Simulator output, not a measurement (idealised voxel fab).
process module | voxel transistor to metal
cross-section cut | 290 nm wide | cells 5 nm
A cross-section is a grid of square cells, given in bands from the top down. A band is one or more rows of cells.
Each band's line starts with the height of the band's top and of its bottom, in nm. Then come its materials from left to right, each with its width in nm. One material with "throughout" fills the band from edge to edge. "air" is empty space.
Height 0 is the level under which the wafer as received is all one material. The lowest band goes on downwards, as in "0 down".
A width such as "30 to 40" changes by the same amount from each row of cells to the next, from the band's top row to its bottom row.
"no change" after a step means that no cell of the cross-section changed.
closed voids: empty space of 8 cells or more with no open way to the top, each as width x height at its distance from the left edge, in nm
after a step's settings: what the simulator itself notes on the step
overlay nm, on a step with a mask: how far to the right of its planned place the mask lay; to the left if negative
plan
1 op RECEIVE | material Si
2 op OXIDIZE | depth nm 5
3 op CONFORMAL_DEP | material SiN | thk nm 10
4 op PATTERN | tone cover | mask id ACTIVE | material resist | width nm 100 | pitch nm 125 | thk nm 20 | overlay nm 0
5 op DIRECTIONAL_ETCH | etch materials SiN | depth nm 10
6 op DIRECTIONAL_ETCH | etch materials SiO2 | depth nm 5
7 op DIRECTIONAL_ETCH | etch materials Si | depth nm 20
8 op STRIP | etch materials resist
9 op FILL_DEP | material SiO2 | thk nm 15
10 op CMP | height nm 10
11 op SELECTIVE_ETCH | etch materials SiO2 | depth nm 10
12 op STRIP | etch materials SiN
13 op SELECTIVE_ETCH | etch materials SiO2 | depth nm 5
14 op OXIDIZE | depth nm 5
15 op DIRECTIONAL_DEP | material polySi | thk nm 25
16 op DIRECTIONAL_DEP | material SiCN | thk nm 10
17 op DIRECTIONAL_DEP | material aC | thk nm 15
18 op PATTERN | tone cover | mask id GATE | material resist | width nm 20 | pitch nm 125 | thk nm 35 | overlay nm 0
19 op DIRECTIONAL_ETCH | etch materials aC | depth nm 15
20 op STRIP | etch materials resist
21 op DIRECTIONAL_ETCH | etch materials SiCN | depth nm 20
22 op DIRECTIONAL_ETCH | etch materials polySi | depth nm 35
23 op STRIP | etch materials aC
24 op CONFORMAL_DEP | material SiN | thk nm 10
25 op DIRECTIONAL_ETCH | etch materials SiN | depth nm 10
26 op DIRECTIONAL_ETCH | etch materials SiO2 | depth nm 5
27 op EPI | material SiGe | thk nm 5
28 op FILL_DEP | material SiO2 | thk nm 5
29 op CMP | height nm 30
30 op DIRECTIONAL_DEP | material SiO2 | thk nm 15
31 op PATTERN | tone open | mask id CONTACT | material resist | width nm 25 | thk nm 15 | overlay nm 0
32 op DIRECTIONAL_ETCH | etch materials SiO2 | depth nm 50
33 op STRIP | etch materials resist
34 op CONFORMAL_DEP | material TiN | thk nm 5
35 op FILL_DEP | material W | thk nm 10
36 op CMP | height nm 45
37 op DIRECTIONAL_DEP | material TiN | thk nm 5
38 op DIRECTIONAL_DEP | material W | thk nm 20
39 op DIRECTIONAL_DEP | material aC | thk nm 15
40 op PATTERN | tone cover | mask id METAL_1 | material resist | width nm 15 | thk nm 30 | overlay nm 0
41 op DIRECTIONAL_ETCH | etch materials aC | depth nm 15
42 op STRIP | etch materials resist
43 op DIRECTIONAL_ETCH | etch materials W | depth nm 20
44 op DIRECTIONAL_ETCH | etch materials TiN | depth nm 5
45 op STRIP | etch materials aC
46 op CONFORMAL_DEP | material SiN | thk nm 5
47 op FILL_DEP | material SiO2 | thk nm 5
48 op CMP | height nm 70
49 op CONFORMAL_DEP | material SiN | thk nm 5
first wafer, as planned
as received, after step 1
  0 down: Si throughout
  closed voids: none
after step 2
  0 to -5: SiO2 throughout
  below -5: unchanged
after step 3
  10 to 0: SiN throughout
  below 0: unchanged
after step 4
  30 to 10: air 30 | resist 100 | air 25 | resist 100 | air 35
  below 10: unchanged
after step 5
  30 to 10: air 30 | resist 100 | air 25 | resist 100 | air 35
  10 to 0: air 30 | SiN 100 | air 25 | SiN 100 | air 35
  below 0: unchanged
after step 6
  30 to 10: air 30 | resist 100 | air 25 | resist 100 | air 35
  10 to 0: air 30 | SiN 100 | air 25 | SiN 100 | air 35
  0 to -5: air 30 | SiO2 100 | air 25 | SiO2 100 | air 35
  below -5: unchanged
after step 7
  30 to 10: air 30 | resist 100 | air 25 | resist 100 | air 35
  10 to 0: air 30 | SiN 100 | air 25 | SiN 100 | air 35
  0 to -5: air 30 | SiO2 100 | air 25 | SiO2 100 | air 35
  -5 to -25: air 30 | Si 100 | air 25 | Si 100 | air 35
  below -25: unchanged
after step 8
  10 to 0: air 30 | SiN 100 | air 25 | SiN 100 | air 35
  below 0: unchanged
after step 9
  25 to 10: SiO2 throughout
  10 to 0: SiO2 30 | SiN 100 | SiO2 25 | SiN 100 | SiO2 35
  0 to -5: SiO2 throughout
  -5 to -25: SiO2 30 | Si 100 | SiO2 25 | Si 100 | SiO2 35
  below -25: unchanged
after step 10
  10 to 0: SiO2 30 | SiN 100 | SiO2 25 | SiN 100 | SiO2 35
  below 0: unchanged
after step 11
  10 to 0: air 30 | SiN 100 | air 25 | SiN 100 | air 35
  below 0: unchanged
after step 12
  0 to -5: SiO2 throughout
  below -5: unchanged
after step 13
  -5 to -25: SiO2 30 | Si 100 | SiO2 25 | Si 100 | SiO2 35
  below -25: unchanged
after step 14
  -5 to -10: SiO2 throughout
  below -10: unchanged
after step 15
  20 to -5: polySi throughout
  below -5: unchanged
after step 16
  30 to 20: SiCN throughout
  below 20: unchanged
after step 17
  45 to 30: aC throughout
  below 30: unchanged
after step 18
  80 to 45: air 70 | resist 20 | air 105 | resist 20 | air 75
  below 45: unchanged
after step 19
  65 to 45: air 70 | resist 20 | air 105 | resist 20 | air 75
  45 to 30: air 70 | aC 20 | air 105 | aC 20 | air 75
  below 30: unchanged
after step 20
  45 to 30: air 70 | aC 20 | air 105 | aC 20 | air 75
  below 30: unchanged
after step 21
  45 to 30: air 70 | aC 20 | air 105 | aC 20 | air 75
  30 to 20: air 70 | SiCN 20 | air 105 | SiCN 20 | air 75
  below 20: unchanged
after step 22
  45 to 30: air 70 | aC 20 | air 105 | aC 20 | air 75
  30 to 20: air 70 | SiCN 20 | air 105 | SiCN 20 | air 75
  20 to -5: air 70 | polySi 20 | air 105 | polySi 20 | air 75
  below -5: unchanged
after step 23
  30 to 20: air 70 | SiCN 20 | air 105 | SiCN 20 | air 75
  below 20: unchanged
after step 24
  40 to 30: air 60 | SiN 40 | air 85 | SiN 40 | air 65
  30 to 20: air 60 | SiN 10 | SiCN 20 | SiN 10 | air 85 | SiN 10 | SiCN 20 | SiN 10 | air 65
  20 to 5: air 60 | SiN 10 | polySi 20 | SiN 10 | air 85 | SiN 10 | polySi 20 | SiN 10 | air 65
  5 to -5: SiN 70 | polySi 20 | SiN 105 | polySi 20 | SiN 75
  below -5: unchanged
after step 25
  30 to 20: air 60 | SiN 10 | SiCN 20 | SiN 10 | air 85 | SiN 10 | SiCN 20 | SiN 10 | air 65
  20 to -5: air 60 | SiN 10 | polySi 20 | SiN 10 | air 85 | SiN 10 | polySi 20 | SiN 10 | air 65
  below -5: unchanged
after step 26
  30 to 20: air 60 | SiN 10 | SiCN 20 | SiN 10 | air 85 | SiN 10 | SiCN 20 | SiN 10 | air 65
  20 to -5: air 60 | SiN 10 | polySi 20 | SiN 10 | air 85 | SiN 10 | polySi 20 | SiN 10 | air 65
  -5 to -10: air 60 | SiO2 40 | air 85 | SiO2 40 | air 65
  below -10: unchanged
after step 27
  30 to 20: air 60 | SiN 10 | SiCN 20 | SiN 10 | air 85 | SiN 10 | SiCN 20 | SiN 10 | air 65
  20 to -5: air 60 | SiN 10 | polySi 20 | SiN 10 | air 85 | SiN 10 | polySi 20 | SiN 10 | air 65
  -5 to -10: air 25 | SiGe 35 | SiO2 40 | SiGe 35 | air 15 | SiGe 35 | SiO2 40 | SiGe 35 | air 30
  below -10: unchanged
after step 28
  35 to 30: SiO2 throughout
  30 to 20: SiO2 60 | SiN 10 | SiCN 20 | SiN 10 | SiO2 85 | SiN 10 | SiCN 20 | SiN 10 | SiO2 65
  20 to -5: SiO2 60 | SiN 10 | polySi 20 | SiN 10 | SiO2 85 | SiN 10 | polySi 20 | SiN 10 | SiO2 65
  -5 to -10: SiO2 25 | SiGe 35 | SiO2 40 | SiGe 35 | SiO2 15 | SiGe 35 | SiO2 40 | SiGe 35 | SiO2 30
  below -10: unchanged
after step 29
  30 to 20: SiO2 60 | SiN 10 | SiCN 20 | SiN 10 | SiO2 85 | SiN 10 | SiCN 20 | SiN 10 | SiO2 65
  below 20: unchanged
after step 30
  45 to 30: SiO2 throughout
  below 30: unchanged
after step 31
  60 to 45: resist 40 | air 25 | resist 30 | air 25 | resist 45 | air 25 | resist 30 | air 25 | resist 45
  below 45: unchanged
after step 32
  60 to 45: resist 40 | air 25 | resist 30 | air 25 | resist 45 | air 25 | resist 30 | air 25 | resist 45
  45 to 30: SiO2 40 | air 25 | SiO2 30 | air 25 | SiO2 45 | air 25 | SiO2 30 | air 25 | SiO2 45
  30 to 20: SiO2 40 | air 20 | SiN 10 | SiCN 20 | SiN 10 | air 20 | SiO2 45 | air 20 | SiN 10 | SiCN 20 | SiN 10 | air 20 | SiO2 45
  20 to -5: SiO2 40 | air 20 | SiN 10 | polySi 20 | SiN 10 | air 20 | SiO2 45 | air 20 | SiN 10 | polySi 20 | SiN 10 | air 20 | SiO2 45
  below -5: unchanged
after step 33
  45 to 30: SiO2 40 | air 25 | SiO2 30 | air 25 | SiO2 45 | air 25 | SiO2 30 | air 25 | SiO2 45
  below 30: unchanged
after step 34
  50 to 45: TiN 45 | air 15 | TiN 40 | air 15 | TiN 55 | air 15 | TiN 40 | air 15 | TiN 50
  45 to 35: SiO2 40 | TiN 5 | air 15 | TiN 5 | SiO2 30 | TiN 5 | air 15 | TiN 5 | SiO2 45 | TiN 5 | air 15 | TiN 5 | SiO2 30 | TiN 5 | air 15 | TiN 5 | SiO2 45
  35 to 30: SiO2 40 | TiN 5 | air 10 | TiN 10 | SiO2 30 | TiN 10 | air 10 | TiN 5 | SiO2 45 | TiN 5 | air 10 | TiN 10 | SiO2 30 | TiN 10 | air 10 | TiN 5 | SiO2 45
  30 to 20: SiO2 40 | TiN 5 | air 10 | TiN 5 | SiN 10 | SiCN 20 | SiN 10 | TiN 5 | air 10 | TiN 5 | SiO2 45 | TiN 5 | air 10 | TiN 5 | SiN 10 | SiCN 20 | SiN 10 | TiN 5 | air 10 | TiN 5 | SiO2 45
  20 to 0: SiO2 40 | TiN 5 | air 10 | TiN 5 | SiN 10 | polySi 20 | SiN 10 | TiN 5 | air 10 | TiN 5 | SiO2 45 | TiN 5 | air 10 | TiN 5 | SiN 10 | polySi 20 | SiN 10 | TiN 5 | air 10 | TiN 5 | SiO2 45
  0 to -5: SiO2 40 | TiN 20 | SiN 10 | polySi 20 | SiN 10 | TiN 20 | SiO2 45 | TiN 20 | SiN 10 | polySi 20 | SiN 10 | TiN 20 | SiO2 45
  below -5: unchanged
after step 35
  60 to 50: W throughout
  50 to 45: TiN 45 | W 15 | TiN 40 | W 15 | TiN 55 | W 15 | TiN 40 | W 15 | TiN 50
  45 to 35: SiO2 40 | TiN 5 | W 15 | TiN 5 | SiO2 30 | TiN 5 | W 15 | TiN 5 | SiO2 45 | TiN 5 | W 15 | TiN 5 | SiO2 30 | TiN 5 | W 15 | TiN 5 | SiO2 45
  35 to 30: SiO2 40 | TiN 5 | W 10 | TiN 10 | SiO2 30 | TiN 10 | W 10 | TiN 5 | SiO2 45 | TiN 5 | W 10 | TiN 10 | SiO2 30 | TiN 10 | W 10 | TiN 5 | SiO2 45
  30 to 20: SiO2 40 | TiN 5 | W 10 | TiN 5 | SiN 10 | SiCN 20 | SiN 10 | TiN 5 | W 10 | TiN 5 | SiO2 45 | TiN 5 | W 10 | TiN 5 | SiN 10 | SiCN 20 | SiN 10 | TiN 5 | W 10 | TiN 5 | SiO2 45
  20 to 0: SiO2 40 | TiN 5 | W 10 | TiN 5 | SiN 10 | polySi 20 | SiN 10 | TiN 5 | W 10 | TiN 5 | SiO2 45 | TiN 5 | W 10 | TiN 5 | SiN 10 | polySi 20 | SiN 10 | TiN 5 | W 10 | TiN 5 | SiO2 45
  below 0: unchanged
after step 36
  45 to 35: SiO2 40 | TiN 5 | W 15 | TiN 5 | SiO2 30 | TiN 5 | W 15 | TiN 5 | SiO2 45 | TiN 5 | W 15 | TiN 5 | SiO2 30 | TiN 5 | W 15 | TiN 5 | SiO2 45
  below 35: unchanged
after step 37
  50 to 45: TiN throughout
  below 45: unchanged
after step 38
  70 to 50: W throughout
  below 50: unchanged
after step 39
  85 to 70: aC throughout
  below 70: unchanged
after step 40
  115 to 85: air 40 | resist 15 | air 50 | resist 15 | air 45 | resist 15 | air 50 | resist 15 | air 45
  below 85: unchanged
after step 41
  100 to 85: air 40 | resist 15 | air 50 | resist 15 | air 45 | resist 15 | air 50 | resist 15 | air 45
  85 to 70: air 40 | aC 15 | air 50 | aC 15 | air 45 | aC 15 | air 50 | aC 15 | air 45
  below 70: unchanged
after step 42
  85 to 70: air 40 | aC 15 | air 50 | aC 15 | air 45 | aC 15 | air 50 | aC 15 | air 45
  below 70: unchanged
after step 43
  85 to 70: air 40 | aC 15 | air 50 | aC 15 | air 45 | aC 15 | air 50 | aC 15 | air 45
  70 to 50: air 40 | W 15 | air 50 | W 15 | air 45 | W 15 | air 50 | W 15 | air 45
  below 50: unchanged
after step 44
  85 to 70: air 40 | aC 15 | air 50 | aC 15 | air 45 | aC 15 | air 50 | aC 15 | air 45
  70 to 50: air 40 | W 15 | air 50 | W 15 | air 45 | W 15 | air 50 | W 15 | air 45
  50 to 45: air 40 | TiN 15 | air 50 | TiN 15 | air 45 | TiN 15 | air 50 | TiN 15 | air 45
  below 45: unchanged
after step 45
  70 to 50: air 40 | W 15 | air 50 | W 15 | air 45 | W 15 | air 50 | W 15 | air 45
  below 50: unchanged
after step 46
  75 to 70: air 35 | SiN 25 | air 40 | SiN 25 | air 35 | SiN 25 | air 40 | SiN 25 | air 40
  70 to 50: air 35 | SiN 5 | W 15 | SiN 5 | air 40 | SiN 5 | W 15 | SiN 5 | air 35 | SiN 5 | W 15 | SiN 5 | air 40 | SiN 5 | W 15 | SiN 5 | air 40
  50 to 45: SiN 40 | TiN 15 | SiN 50 | TiN 15 | SiN 45 | TiN 15 | SiN 50 | TiN 15 | SiN 45
  below 45: unchanged
after step 47
  80 to 75: SiO2 throughout
  75 to 70: SiO2 35 | SiN 25 | SiO2 40 | SiN 25 | SiO2 35 | SiN 25 | SiO2 40 | SiN 25 | SiO2 40
  70 to 50: SiO2 35 | SiN 5 | W 15 | SiN 5 | SiO2 40 | SiN 5 | W 15 | SiN 5 | SiO2 35 | SiN 5 | W 15 | SiN 5 | SiO2 40 | SiN 5 | W 15 | SiN 5 | SiO2 40
  below 50: unchanged
after step 48
  70 to 50: SiO2 35 | SiN 5 | W 15 | SiN 5 | SiO2 40 | SiN 5 | W 15 | SiN 5 | SiO2 35 | SiN 5 | W 15 | SiN 5 | SiO2 40 | SiN 5 | W 15 | SiN 5 | SiO2 40
  below 50: unchanged
after step 49
  75 to 70: SiN throughout
  below 70: unchanged
second wafer: like start, like plan, one mistake. Through step 29 it matches the first wafer
when step 30 should have ended
  60 to 30: SiO2 throughout
  below 30: unchanged
when step 31 should have ended
  75 to 60: resist 40 | air 25 | resist 30 | air 25 | resist 45 | air 25 | resist 30 | air 25 | resist 45
  below 60: unchanged
when step 32 should have ended
  75 to 60: resist 40 | air 25 | resist 30 | air 25 | resist 45 | air 25 | resist 30 | air 25 | resist 45
  60 to 30: SiO2 40 | air 25 | SiO2 30 | air 25 | SiO2 45 | air 25 | SiO2 30 | air 25 | SiO2 45
  30 to 20: SiO2 40 | air 20 | SiN 10 | SiCN 20 | SiN 10 | air 20 | SiO2 45 | air 20 | SiN 10 | SiCN 20 | SiN 10 | air 20 | SiO2 45
  20 to 10: SiO2 40 | air 20 | SiN 10 | polySi 20 | SiN 10 | air 20 | SiO2 45 | air 20 | SiN 10 | polySi 20 | SiN 10 | air 20 | SiO2 45
  below 10: unchanged
when step 33 should have ended
  60 to 30: SiO2 40 | air 25 | SiO2 30 | air 25 | SiO2 45 | air 25 | SiO2 30 | air 25 | SiO2 45
  below 30: unchanged
when step 34 should have ended
  65 to 60: TiN 45 | air 15 | TiN 40 | air 15 | TiN 55 | air 15 | TiN 40 | air 15 | TiN 50
  60 to 35: SiO2 40 | TiN 5 | air 15 | TiN 5 | SiO2 30 | TiN 5 | air 15 | TiN 5 | SiO2 45 | TiN 5 | air 15 | TiN 5 | SiO2 30 | TiN 5 | air 15 | TiN 5 | SiO2 45
  35 to 30: SiO2 40 | TiN 5 | air 10 | TiN 10 | SiO2 30 | TiN 10 | air 10 | TiN 5 | SiO2 45 | TiN 5 | air 10 | TiN 10 | SiO2 30 | TiN 10 | air 10 | TiN 5 | SiO2 45
  30 to 20: SiO2 40 | TiN 5 | air 10 | TiN 5 | SiN 10 | SiCN 20 | SiN 10 | TiN 5 | air 10 | TiN 5 | SiO2 45 | TiN 5 | air 10 | TiN 5 | SiN 10 | SiCN 20 | SiN 10 | TiN 5 | air 10 | TiN 5 | SiO2 45
  20 to 15: SiO2 40 | TiN 5 | air 10 | TiN 5 | SiN 10 | polySi 20 | SiN 10 | TiN 5 | air 10 | TiN 5 | SiO2 45 | TiN 5 | air 10 | TiN 5 | SiN 10 | polySi 20 | SiN 10 | TiN 5 | air 10 | TiN 5 | SiO2 45
  15 to 10: SiO2 40 | TiN 20 | SiN 10 | polySi 20 | SiN 10 | TiN 20 | SiO2 45 | TiN 20 | SiN 10 | polySi 20 | SiN 10 | TiN 20 | SiO2 45
  below 10: unchanged
when step 35 should have ended
  75 to 65: W throughout
  65 to 60: TiN 45 | W 15 | TiN 40 | W 15 | TiN 55 | W 15 | TiN 40 | W 15 | TiN 50
  60 to 35: SiO2 40 | TiN 5 | W 15 | TiN 5 | SiO2 30 | TiN 5 | W 15 | TiN 5 | SiO2 45 | TiN 5 | W 15 | TiN 5 | SiO2 30 | TiN 5 | W 15 | TiN 5 | SiO2 45
  35 to 30: SiO2 40 | TiN 5 | W 10 | TiN 10 | SiO2 30 | TiN 10 | W 10 | TiN 5 | SiO2 45 | TiN 5 | W 10 | TiN 10 | SiO2 30 | TiN 10 | W 10 | TiN 5 | SiO2 45
  30 to 20: SiO2 40 | TiN 5 | W 10 | TiN 5 | SiN 10 | SiCN 20 | SiN 10 | TiN 5 | W 10 | TiN 5 | SiO2 45 | TiN 5 | W 10 | TiN 5 | SiN 10 | SiCN 20 | SiN 10 | TiN 5 | W 10 | TiN 5 | SiO2 45
  20 to 15: SiO2 40 | TiN 5 | W 10 | TiN 5 | SiN 10 | polySi 20 | SiN 10 | TiN 5 | W 10 | TiN 5 | SiO2 45 | TiN 5 | W 10 | TiN 5 | SiN 10 | polySi 20 | SiN 10 | TiN 5 | W 10 | TiN 5 | SiO2 45
  below 15: unchanged
when step 36 should have ended
  45 to 35: SiO2 40 | TiN 5 | W 15 | TiN 5 | SiO2 30 | TiN 5 | W 15 | TiN 5 | SiO2 45 | TiN 5 | W 15 | TiN 5 | SiO2 30 | TiN 5 | W 15 | TiN 5 | SiO2 45
  below 35: unchanged
when step 37 should have ended
  50 to 45: TiN throughout
  below 45: unchanged
when step 38 should have ended
  70 to 50: W throughout
  below 50: unchanged
when step 39 should have ended
  85 to 70: aC throughout
  below 70: unchanged
when step 40 should have ended
  115 to 85: air 40 | resist 15 | air 50 | resist 15 | air 45 | resist 15 | air 50 | resist 15 | air 45
  below 85: unchanged
when step 41 should have ended
  100 to 85: air 40 | resist 15 | air 50 | resist 15 | air 45 | resist 15 | air 50 | resist 15 | air 45
  85 to 70: air 40 | aC 15 | air 50 | aC 15 | air 45 | aC 15 | air 50 | aC 15 | air 45
  below 70: unchanged
when step 42 should have ended
  85 to 70: air 40 | aC 15 | air 50 | aC 15 | air 45 | aC 15 | air 50 | aC 15 | air 45
  below 70: unchanged
when step 43 should have ended
  85 to 70: air 40 | aC 15 | air 50 | aC 15 | air 45 | aC 15 | air 50 | aC 15 | air 45
  70 to 50: air 40 | W 15 | air 50 | W 15 | air 45 | W 15 | air 50 | W 15 | air 45
  below 50: unchanged
when step 44 should have ended
  85 to 70: air 40 | aC 15 | air 50 | aC 15 | air 45 | aC 15 | air 50 | aC 15 | air 45
  70 to 50: air 40 | W 15 | air 50 | W 15 | air 45 | W 15 | air 50 | W 15 | air 45
  50 to 45: air 40 | TiN 15 | air 50 | TiN 15 | air 45 | TiN 15 | air 50 | TiN 15 | air 45
  below 45: unchanged
when step 45 should have ended
  70 to 50: air 40 | W 15 | air 50 | W 15 | air 45 | W 15 | air 50 | W 15 | air 45
  below 50: unchanged
when step 46 should have ended
  75 to 70: air 35 | SiN 25 | air 40 | SiN 25 | air 35 | SiN 25 | air 40 | SiN 25 | air 40
  70 to 50: air 35 | SiN 5 | W 15 | SiN 5 | air 40 | SiN 5 | W 15 | SiN 5 | air 35 | SiN 5 | W 15 | SiN 5 | air 40 | SiN 5 | W 15 | SiN 5 | air 40
  50 to 45: SiN 40 | TiN 15 | SiN 50 | TiN 15 | SiN 45 | TiN 15 | SiN 50 | TiN 15 | SiN 45
  below 45: unchanged
when step 47 should have ended
  80 to 75: SiO2 throughout
  75 to 70: SiO2 35 | SiN 25 | SiO2 40 | SiN 25 | SiO2 35 | SiN 25 | SiO2 40 | SiN 25 | SiO2 40
  70 to 50: SiO2 35 | SiN 5 | W 15 | SiN 5 | SiO2 40 | SiN 5 | W 15 | SiN 5 | SiO2 35 | SiN 5 | W 15 | SiN 5 | SiO2 40 | SiN 5 | W 15 | SiN 5 | SiO2 40
  below 50: unchanged
when step 48 should have ended
  70 to 50: SiO2 35 | SiN 5 | W 15 | SiN 5 | SiO2 40 | SiN 5 | W 15 | SiN 5 | SiO2 35 | SiN 5 | W 15 | SiN 5 | SiO2 40 | SiN 5 | W 15 | SiN 5 | SiO2 40
  below 50: unchanged
when step 49 should have ended
  75 to 70: SiN throughout
  below 70: unchanged
what went wrong: step 30 was run twice
at the end the second wafer has, in cells: 48 more of SiO2 | 24 fewer of TiN | 24 fewer of W
